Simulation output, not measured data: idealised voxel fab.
process module | voxel fin reveal
cross-section cut | 230 nm wide | cells 5 nm
A cross-section is a grid of square cells, given in bands from the top down. A band is one or more rows of cells.
Each band's line starts with the height of the band's top and of its bottom, in nm. Then come its materials from left to right, each with its width in nm. One material with "throughout" fills the band from edge to edge. "air" is empty space.
Height 0 is the level under which the wafer as received is all one material. The lowest band goes on downwards, as in "0 down".
A width such as "30 to 40" changes by the same amount from each row of cells to the next, from the band's top row to its bottom row.
"no change" after a step means that no cell of the cross-section changed.
closed voids: empty space of 8 cells or more with no open way to the top, each as width x height at its distance from the left edge, in nm
after a step's settings: what the simulator itself notes on the step
overlay nm, on a step with a mask: how far to the right of its planned place the mask lay; to the left if negative
plan
1 op RECEIVE | material Si
2 op CONFORMAL_DEP | material SiN | thk nm 10
3 op MASKED_ETCH | tone cover | mask id FINS | width nm 15 | pitch nm 45 | etch materials SiN | depth nm 10 | overlay nm 0
4 op MASKED_ETCH | tone cover | mask id FINS | width nm 15 | pitch nm 45 | etch materials Si | depth nm 35 | overlay nm 0
5 op OXIDIZE | depth nm 5
6 op FILL_DEP | material SiO2 | thk nm 15
7 op CMP | height nm 10
8 op SELECTIVE_ETCH | etch materials SiO2 | depth nm 25
9 op STRIP | etch materials SiN
10 op CONFORMAL_DEP | material SiO2 | thk nm 5
first wafer, as planned
as received, after step 1
  0 down: Si throughout
  closed voids: none
after step 2
  10 to 0: SiN throughout
  below 0: unchanged
after step 3
  10 to 0: air 85 | SiN 15 | air 30 | SiN 15 | air 85
  below 0: unchanged
after step 4
  10 to 0: air 85 | SiN 15 | air 30 | SiN 15 | air 85
  0 to -35: air 85 | Si 15 | air 30 | Si 15 | air 85
  below -35: unchanged
after step 5
  10 to 0: air 85 | SiN 15 | air 30 | SiN 15 | air 85
  0 to -35: air 85 | SiO2 5 | Si 5 | SiO2 5 | air 30 | SiO2 5 | Si 5 | SiO2 5 | air 85
  -35 to -40: SiO2 90 | Si 5 | SiO2 40 | Si 5 | SiO2 90
  below -40: unchanged
after step 6
  25 to 10: SiO2 throughout
  10 to 0: SiO2 85 | SiN 15 | SiO2 30 | SiN 15 | SiO2 85
  0 to -40: SiO2 90 | Si 5 | SiO2 40 | Si 5 | SiO2 90
  below -40: unchanged
after step 7
  10 to 0: SiO2 85 | SiN 15 | SiO2 30 | SiN 15 | SiO2 85
  below 0: unchanged
after step 8
  10 to 0: air 85 | SiN 15 | air 30 | SiN 15 | air 85
  0 to -15: air 90 | Si 5 | air 40 | Si 5 | air 90
  below -15: unchanged
after step 9
  0 to -15: air 90 | Si 5 | air 40 | Si 5 | air 90
  below -15: unchanged
after step 10
  5 to 0: air 85 | SiO2 15 | air 30 | SiO2 15 | air 85
  0 to -10: air 85 | SiO2 5 | Si 5 | SiO2 5 | air 30 | SiO2 5 | Si 5 | SiO2 5 | air 85
  -10 to -40: SiO2 90 | Si 5 | SiO2 40 | Si 5 | SiO2 90
  below -40: unchanged
second wafer: like start, like plan, one mistake. Through step 2 it matches the first wafer
when step 3 should have ended
  10 to 0: SiN 85 | air 15 | SiN 30 | air 15 | SiN 85
  below 0: unchanged
when step 4 should have ended: no change
when step 5 should have ended
  10 to 0: SiN 85 | air 15 | SiN 30 | air 15 | SiN 85
  0 to -5: Si 80 | SiO2 25 | Si 20 | SiO2 25 | Si 80
  below -5: unchanged
when step 6 should have ended
  25 to 10: SiO2 throughout
  10 to 0: SiN 85 | SiO2 15 | SiN 30 | SiO2 15 | SiN 85
  below 0: unchanged
when step 7 should have ended
  10 to 0: SiN 85 | SiO2 15 | SiN 30 | SiO2 15 | SiN 85
  below 0: unchanged
when step 8 should have ended
  10 to 0: SiN 85 | air 15 | SiN 30 | air 15 | SiN 85
  0 to -5: Si 80 | air 25 | Si 20 | air 25 | Si 80
  below -5: unchanged
when step 9 should have ended
  0 to -5: Si 80 | air 25 | Si 20 | air 25 | Si 80
  below -5: unchanged
when step 10 should have ended
  5 to 0: SiO2 85 | air 15 | SiO2 30 | air 15 | SiO2 85
  0 to -5: Si 80 | SiO2 25 | Si 20 | SiO2 25 | Si 80
  below -5: unchanged
what went wrong: step 3 ran as: op MASKED_ETCH | tone open | mask id FINS | width nm 15 | pitch nm 45 | etch materials SiN | depth nm 10 | overlay nm 0
at the end the second wafer has, in cells: 342 more of Si | 228 fewer of SiO2
